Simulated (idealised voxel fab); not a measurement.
process module | voxel air gaps
cross-section cut | 275 nm wide | cells 5 nm
A cross-section is a grid of square cells, given in bands from the top down. A band is one or more rows of cells.
Each band's line starts with the height of the band's top and of its bottom, in nm. Then come its materials from left to right, each with its width in nm. One material with "throughout" fills the band from edge to edge. "air" is empty space.
Height 0 is the level under which the wafer as received is all one material. The lowest band goes on downwards, as in "0 down".
A width such as "30 to 40" changes by the same amount from each row of cells to the next, from the band's top row to its bottom row.
"no change" after a step means that no cell of the cross-section changed.
closed voids: empty space of 8 cells or more with no open way to the top, each as width x height at its distance from the left edge, in nm
after a step's settings: what the simulator itself notes on the step
overlay nm, on a step with a mask: how far to the right of its planned place the mask lay; to the left if negative
plan
1 op RECEIVE | material Si
2 op CONFORMAL_DEP | material SiO2 | thk nm 10
3 op CONFORMAL_DEP | material SiN | thk nm 5
4 op DIRECTIONAL_DEP | material SiO2 | thk nm 35
5 op MASKED_ETCH | tone open | mask id LINES | width nm 20 | pitch nm 50 | etch materials SiO2 | depth nm 35 | overlay nm 0
6 op CONFORMAL_DEP | material TiN | thk nm 5
7 op FILL_DEP | material W | thk nm 10
8 op CMP | height nm 50
9 op EPI | material Ru | thk nm 10
10 op SELECTIVE_ETCH | etch materials SiO2 | depth nm 45
11 op CONFORMAL_DEP | material SiN | thk nm 5
first wafer, as planned
as received, after step 1
  0 down: Si throughout
  closed voids: none
after step 2
  10 to 0: SiO2 throughout
  below 0: unchanged
after step 3
  15 to 10: SiN throughout
  below 10: unchanged
after step 4
  50 to 15: SiO2 throughout
  below 15: unchanged
after step 5
  50 to 15: SiO2 50 | air 20 | SiO2 30 | air 20 | SiO2 30 | air 20 | SiO2 30 | air 20 | SiO2 55
  below 15: unchanged
after step 6
  55 to 50: TiN 55 | air 10 | TiN 40 | air 10 | TiN 40 | air 10 | TiN 40 | air 10 | TiN 60
  50 to 20: SiO2 50 | TiN 5 | air 10 | TiN 5 | SiO2 30 | TiN 5 | air 10 | TiN 5 | SiO2 30 | TiN 5 | air 10 | TiN 5 | SiO2 30 | TiN 5 | air 10 | TiN 5 | SiO2 55
  20 to 15: SiO2 50 | TiN 20 | SiO2 30 | TiN 20 | SiO2 30 | TiN 20 | SiO2 30 | TiN 20 | SiO2 55
  below 15: unchanged
after step 7
  65 to 55: W throughout
  55 to 50: TiN 55 | W 10 | TiN 40 | W 10 | TiN 40 | W 10 | TiN 40 | W 10 | TiN 60
  50 to 20: SiO2 50 | TiN 5 | W 10 | TiN 5 | SiO2 30 | TiN 5 | W 10 | TiN 5 | SiO2 30 | TiN 5 | W 10 | TiN 5 | SiO2 30 | TiN 5 | W 10 | TiN 5 | SiO2 55
  below 20: unchanged
after step 8
  50 to 20: SiO2 50 | TiN 5 | W 10 | TiN 5 | SiO2 30 | TiN 5 | W 10 | TiN 5 | SiO2 30 | TiN 5 | W 10 | TiN 5 | SiO2 30 | TiN 5 | W 10 | TiN 5 | SiO2 55
  below 20: unchanged
after step 9
  60 to 50: air 40 | Ru 40 | air 10 | Ru 40 | air 10 | Ru 40 | air 10 | Ru 40 | air 45
  below 50: unchanged
after step 10
  60 to 50: air 40 | Ru 40 | air 10 | Ru 40 | air 10 | Ru 40 | air 10 | Ru 40 | air 45
  50 to 20: air 50 | TiN 5 | W 10 | TiN 5 | air 30 | TiN 5 | W 10 | TiN 5 | air 30 | TiN 5 | W 10 | TiN 5 | air 30 | TiN 5 | W 10 | TiN 5 | air 55
  20 to 15: air 50 | TiN 20 | air 30 | TiN 20 | air 30 | TiN 20 | air 30 | TiN 20 | air 55
  below 15: unchanged
after step 11
  65 to 60: air 35 | SiN 200 | air 40
  60 to 50: air 35 | SiN 5 | Ru 40 | SiN 10 | Ru 40 | SiN 10 | Ru 40 | SiN 10 | Ru 40 | SiN 5 | air 40
  50 to 45: air 35 | SiN 15 | TiN 5 | W 10 | TiN 5 | SiN 30 | TiN 5 | W 10 | TiN 5 | SiN 30 | TiN 5 | W 10 | TiN 5 | SiN 30 | TiN 5 | W 10 | TiN 5 | SiN 15 | air 40
  45 to 20: air 45 | SiN 5 | TiN 5 | W 10 | TiN 5 | SiN 5 | air 20 | SiN 5 | TiN 5 | W 10 | TiN 5 | SiN 5 | air 20 | SiN 5 | TiN 5 | W 10 | TiN 5 | SiN 5 | air 20 | SiN 5 | TiN 5 | W 10 | TiN 5 | SiN 5 | air 50
  20 to 15: SiN 50 | TiN 20 | SiN 30 | TiN 20 | SiN 30 | TiN 20 | SiN 30 | TiN 20 | SiN 55
  below 15: unchanged
  closed voids: 20 x 25 at 75; 20 x 25 at 125; 20 x 25 at 175
second wafer: like start, like plan, one mistake. Through step 4 it matches the first wafer
when step 5 should have ended
  50 to 15: air 50 | SiO2 20 | air 30 | SiO2 20 | air 30 | SiO2 20 | air 30 | SiO2 20 | air 55
  below 15: unchanged
when step 6 should have ended
  55 to 50: air 45 | TiN 30 | air 20 | TiN 30 | air 20 | TiN 30 | air 20 | TiN 30 | air 50
  50 to 20: air 45 | TiN 5 | SiO2 20 | TiN 5 | air 20 | TiN 5 | SiO2 20 | TiN 5 | air 20 | TiN 5 | SiO2 20 | TiN 5 | air 20 | TiN 5 | SiO2 20 | TiN 5 | air 50
  20 to 15: TiN 50 | SiO2 20 | TiN 30 | SiO2 20 | TiN 30 | SiO2 20 | TiN 30 | SiO2 20 | TiN 55
  below 15: unchanged
when step 7 should have ended
  65 to 55: W throughout
  55 to 50: W 45 | TiN 30 | W 20 | TiN 30 | W 20 | TiN 30 | W 20 | TiN 30 | W 50
  50 to 20: W 45 | TiN 5 | SiO2 20 | TiN 5 | W 20 | TiN 5 | SiO2 20 | TiN 5 | W 20 | TiN 5 | SiO2 20 | TiN 5 | W 20 | TiN 5 | SiO2 20 | TiN 5 | W 50
  below 20: unchanged
when step 8 should have ended
  50 to 20: W 45 | TiN 5 | SiO2 20 | TiN 5 | W 20 | TiN 5 | SiO2 20 | TiN 5 | W 20 | TiN 5 | SiO2 20 | TiN 5 | W 20 | TiN 5 | SiO2 20 | TiN 5 | W 50
  below 20: unchanged
when step 9 should have ended
  60 to 50: Ru throughout
  below 50: unchanged
when step 10 should have ended: no change
when step 11 should have ended
  65 to 60: SiN throughout
  below 60: unchanged
what went wrong: step 5 ran as: op MASKED_ETCH | tone cover | mask id LINES | width nm 20 | pitch nm 50 | etch materials SiO2 | depth nm 35 | overlay nm 0
at the end the second wafer has, in cells: 46 more of Ru | 104 fewer of SiN | 112 more of SiO2 | 23 more of TiN | 138 more of W
closed voids at the end (first wafer, second wafer): 3, 0
